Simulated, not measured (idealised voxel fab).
process module | voxel capacitor over wiring
cross-section cut | 260 nm wide | cells 5 nm
A cross-section is a grid of square cells, given in bands from the top down. A band is one or more rows of cells.
Each band's line starts with the height of the band's top and of its bottom, in nm. Then come its materials from left to right, each with its width in nm. One material with "throughout" fills the band from edge to edge. "air" is empty space.
Height 0 is the level under which the wafer as received is all one material. The lowest band goes on downwards, as in "0 down".
A width such as "30 to 40" changes by the same amount from each row of cells to the next, from the band's top row to its bottom row.
"no change" after a step means that no cell of the cross-section changed.
closed voids: empty space of 8 cells or more with no open way to the top, each as width x height at its distance from the left edge, in nm
after a step's settings: what the simulator itself notes on the step
overlay nm, on a step with a mask: how far to the right of its planned place the mask lay; to the left if negative
plan
1 op RECEIVE | material Si
2 op CONFORMAL_DEP | material SiO2 | thk nm 10
3 op CONFORMAL_DEP | material SiN | thk nm 5
4 op DIRECTIONAL_DEP | material SiO2 | thk nm 20
5 op MASKED_ETCH | tone open | mask id METAL_1 | width nm 25 | pitch nm 75 | etch materials SiO2 | depth nm 20 | overlay nm 0
6 op MASKED_ETCH | tone open | mask id METAL_1 | width nm 25 | pitch nm 75 | etch materials SiN | depth nm 5 | overlay nm 0
7 op CONFORMAL_DEP | material TiN | thk nm 5
8 op FILL_DEP | material Cu | thk nm 5
9 op CMP | height nm 35
10 op CONFORMAL_DEP | material SiCN | thk nm 5
11 op DIRECTIONAL_DEP | material SiO2 | thk nm 20
12 op DIRECTIONAL_DEP | material aC | thk nm 10
13 op PATTERN | tone open | mask id PLUG_1 | material resist | width nm 15 | thk nm 25 | overlay nm -15
14 op DIRECTIONAL_ETCH | etch materials aC | depth nm 10
15 op STRIP | etch materials resist
16 op DIRECTIONAL_ETCH | etch materials SiO2 | depth nm 20
17 op DIRECTIONAL_ETCH | etch materials SiCN | depth nm 5
18 op STRIP | etch materials aC
19 op EPI | material Ru | thk nm 10
20 op EPI | material Ru | thk nm 10
21 op EPI | material Ru | thk nm 5
22 op DIRECTIONAL_DEP | material TiN | thk nm 5
23 op DIRECTIONAL_DEP | material HfO2 | thk nm 5
24 op DIRECTIONAL_DEP | material TiN | thk nm 5
25 op PATTERN | tone cover | mask id UPPER_PLATE | material resist | width nm 55 | thk nm 20 | overlay nm 0
26 op DIRECTIONAL_ETCH | etch materials TiN | depth nm 5
27 op DIRECTIONAL_ETCH | etch materials HfO2 | depth nm 5
28 op STRIP | etch materials resist
29 op PATTERN | tone cover | mask id LOWER_PLATE | material resist | width nm 65 | thk nm 20 | overlay nm 0
30 op DIRECTIONAL_ETCH | etch materials TiN | depth nm 5
31 op STRIP | etch materials resist
32 op FILL_DEP | material SiO2 | thk nm 20
33 op CMP | height nm 90
34 op DIRECTIONAL_DEP | material aC | thk nm 15
35 op PATTERN | tone open | mask id PLUG_2 | material resist | width nm 15 | thk nm 35 | overlay nm 0
36 op DIRECTIONAL_ETCH | etch materials aC | depth nm 15
37 op STRIP | etch materials resist
38 op DIRECTIONAL_ETCH | etch materials SiO2 | depth nm 15
39 op STRIP | etch materials aC
40 op CONFORMAL_DEP | material TiN | thk nm 5
41 op FILL_DEP | material Ru | thk nm 5
42 op CMP | height nm 90
43 op CONFORMAL_DEP | material SiCN | thk nm 5
varied across the wafers: overlay nm of step 13. The plan shows the first wafer's value. All wafers start alike
first wafer as received, after step 1
  0 down: Si throughout
  closed voids: none
first wafer at the end, after step 43
  95 to 90: SiCN throughout
  90 to 80: SiO2 100 | TiN 5 | Ru 5 | TiN 5 | SiO2 145
  80 to 70: SiO2 100 to 90 | TiN 15 to 55 | SiO2 145 to 115
  70 to 65: SiO2 90 | HfO2 55 | SiO2 115
  65 to 60: SiO2 85 | TiN 65 | SiO2 110
  60 to 40: SiO2 75 | Ru 15 | SiO2 170
  40 to 35: SiCN 75 | Ru 15 | SiCN 170
  35 to 15: SiO2 80 | TiN 5 | Cu 15 | TiN 5 | SiO2 50 | TiN 5 | Cu 15 | TiN 5 | SiO2 80
  15 to 10: SiN 80 | TiN 25 | SiN 50 | TiN 25 | SiN 80
  10 to 0: SiO2 throughout
  0 down: Si throughout
  closed voids: none
last wafer at the end
  95 to 90: SiCN throughout
  90 to 80: SiO2 100 | TiN 5 | Ru 5 | TiN 5 | SiO2 145
  80 to 75: SiO2 100 | TiN 15 | SiO2 145
  75 to 70: SiO2 90 | TiN 15 | SiO2 15 | TiN 25 | SiO2 115
  70 to 65: SiO2 90 | HfO2 15 | SiO2 15 | HfO2 25 | SiO2 115
  65 to 60: SiO2 85 | TiN 20 | SiO2 15 | TiN 30 | SiO2 110
  60 to 50: SiO2 throughout
  50 to 45: SiO2 105 | TiN 15 | SiO2 140
  45 to 40: SiO2 105 | HfO2 15 | SiO2 140
  40 to 35: SiCN 105 | TiN 15 | SiCN 140
  35 to 15: SiO2 80 | TiN 5 | Cu 15 | TiN 5 | SiO2 50 | TiN 5 | Cu 15 | TiN 5 | SiO2 80
  15 to 10: SiN 80 | TiN 25 | SiN 50 | TiN 25 | SiN 80
  10 to 0: SiO2 throughout
  0 down: Si throughout
  closed voids: none
each wafer at the end: cells of each material gained (+) or lost (-) since it was received, then its closed voids
overlay nm -15 | +24 Cu | +11 HfO2 | +17 Ru | +101 SiCN | +42 SiN | +736 SiO2 | +57 TiN | closed voids: none
overlay nm -10 | +24 Cu | +11 HfO2 | +17 Ru | +101 SiCN | +42 SiN | +736 SiO2 | +57 TiN | closed voids: none
overlay nm -5 | +24 Cu | +11 HfO2 | +17 Ru | +101 SiCN | +42 SiN | +736 SiO2 | +57 TiN | closed voids: none
overlay nm 0 | +24 Cu | +11 HfO2 | +17 Ru | +101 SiCN | +42 SiN | +736 SiO2 | +57 TiN | closed voids: none
overlay nm 5 | +24 Cu | +11 HfO2 | +17 Ru | +101 SiCN | +42 SiN | +736 SiO2 | +57 TiN | closed voids: none
overlay nm 10 | +24 Cu | +11 HfO2 | +17 Ru | +101 SiCN | +42 SiN | +736 SiO2 | +57 TiN | closed voids: none
overlay nm 15 | +24 Cu | +11 HfO2 | +2 Ru | +101 SiCN | +42 SiN | +751 SiO2 | +57 TiN | closed voids: none
